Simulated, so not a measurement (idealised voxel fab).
The name of this process module is voxel released beams.
260 nm wide, 5 nm square cells: that's cross-section cut.
Cross-section layout: square cells on a grid; listed as bands, top to bottom; a band spans one or more cell rows.
Each band's line starts with the height of the band's top and of its bottom, in nm. Then come its materials from left to right, each with its width in nm. One material with "everywhere" fills the band from edge to edge. "blank" is empty space.
Note: height 0 marks the level under which the wafer is uniformly one material as received. Lowest band unbounded below, written "z 0 and below".
You'd read "30 to 40" like this: the band's top row of cells is as wide as the first number, its bottom row is as wide as the second, and going down, every row changes width by the same amount as the row before did.
You'll sometimes find "no change" written for a step, and that's the way of saying that nowhere in the cross-section did a cell change during that step.
Empty spaces counting at least 8 cells and having no open way to the top are listed in "Cavities, closed". The notation width x height at distance is used for each, the distance being from the left edge and all three values in nm.
Formally, on a step line, whatever follows the settings is a remark that the simulator itself makes on the step.
overlay nm: right-of-plan distance of the mask on a masked step; negative values mean left-of-plan.
# Listed below are the process steps as planned
1) RECEIVE,material Si
2) CONFORMAL_DEP,material Al2O3,thk nm 5
3) DIRECTIONAL_DEP,material SiO2,thk nm 15
4) DIRECTIONAL_DEP,material aC,thk nm 10
5) PATTERN,tone open,mask id ANCHOR,material resist,width nm 45,thk nm 30,overlay nm 0
6) DIRECTIONAL_ETCH,etch materials aC,depth nm 10
7) STRIP,etch materials resist
8) DIRECTIONAL_ETCH,etch materials SiO2,depth nm 15
9) STRIP,etch materials aC
10) CONFORMAL_DEP,material SiN,thk nm 15
11) DIRECTIONAL_DEP,material aC,thk nm 10
12) PATTERN,tone cover,mask id BEAM,material resist,width nm 120,thk nm 30,overlay nm 0
13) DIRECTIONAL_ETCH,etch materials aC,depth nm 10
14) STRIP,etch materials resist
15) DIRECTIONAL_ETCH,etch materials SiN,depth nm 15
16) STRIP,etch materials aC
17) STRIP,etch materials SiO2
# Incoming wafer in cross-section (state: after step 1)
    z 0 and below | Si everywhere
    Cavities, closed: none
# End-of-module cross-section. Starting structure and process plan as above; one mistake made in running it
    z 45 to 30 | blank=65, SiN=120, blank=75
    z 30 to 20 | SiN everywhere
    z 20 to 5 | SiO2 everywhere
    z 5 to 0 | Al2O3 everywhere
    z 0 and below | Si everywhere
    Cavities, closed: none
It is concluded that the wafer was processed incorrectly with respect to the plan, in that step 4 ran differently from the plan; actual operation with settings: DIRECTIONAL_DEP,material SiN,thk nm 10
